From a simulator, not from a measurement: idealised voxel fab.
voxel double patterning: a process module
We display cut, a cross-section 240 nm in width whose square cells are each 5 nm.
Think of the cross-section as a grid of square cells. We describe it in bands, top to bottom, and each band covers one or more rows of those cells.
The entry gives the band's vertical extent as a top height and a bottom height in nm, then its horizontal make-up as materials from left to right, each with a width in nm. "air" stands for empty space; a single material marked "edge to edge" fills the band edge to edge.
Beneath 0, the wafer as received is one material, and that level is where height counting begins. The lowest band goes on downward without a bottom; it is written like "z 0 and below".
A width given as "30..40" starts at the first number in the band's top row and ends at the second number in its bottom row, shifting by an equal amount at every step from row to row.
The cross-section has no changed cell in any step marked "no modification".
Reported under the label "Closed cavity list" are the empty spaces having no open way to the top and comprising 8 cells or more; the notation for each is width x height at distance, in which the distance is measured from the left edge and all three values are in nm.
That trailing text on a step's line, after the settings, is the simulator's own remark on the step.
"overlay nm" denotes, for a step that has a mask, the displacement of the mask to the right of its planned place, with negative values corresponding to the left.
## These are the steps we planned for the process
1. RECEIVE [material Si]
2. CONFORMAL_DEP [material SiO2] [thk nm 5]
3. DIRECTIONAL_DEP [material TiN] [thk nm 20]
4. DIRECTIONAL_DEP [material SiCN] [thk nm 10]
5. DIRECTIONAL_DEP [material aC] [thk nm 10]
6. PATTERN [tone open] [mask id FIRST] [material resist] [width nm 15] [pitch nm 50] [thk nm 25] [overlay nm 0]
7. DIRECTIONAL_ETCH [etch materials aC] [depth nm 10]
8. STRIP [etch materials resist]
9. DIRECTIONAL_ETCH [etch materials SiCN] [depth nm 10]
10. STRIP [etch materials aC]
11. PATTERN [tone open] [mask id SECOND] [material resist] [width nm 15] [pitch nm 50] [thk nm 20] [overlay nm 0]
12. DIRECTIONAL_ETCH [etch materials SiCN] [depth nm 10]
13. STRIP [etch materials resist]
14. DIRECTIONAL_ETCH [etch materials TiN] [depth nm 20]
15. STRIP [etch materials SiCN]
## Wafer cross-section on receipt, i.e. after step 1
    z 0 and below: Si edge to edge
    Closed cavity list: none
## Look at the cross-section after the module: the wafer started out the way shown above and the plan was the one shown above, yet one mistake was made along the way
    z 45 to 25: TiN (60), air (15), TiN (10), air (15), TiN (10), air (15), TiN (10), air (15), TiN (10), air (15), TiN (65)
    z 25 to 5: TiN edge to edge
    z 5 to 0: SiO2 edge to edge
    z 0 and below: Si edge to edge
    Closed cavity list: none
Finding, execution versus plan: twice over, step 3 of the plan was run
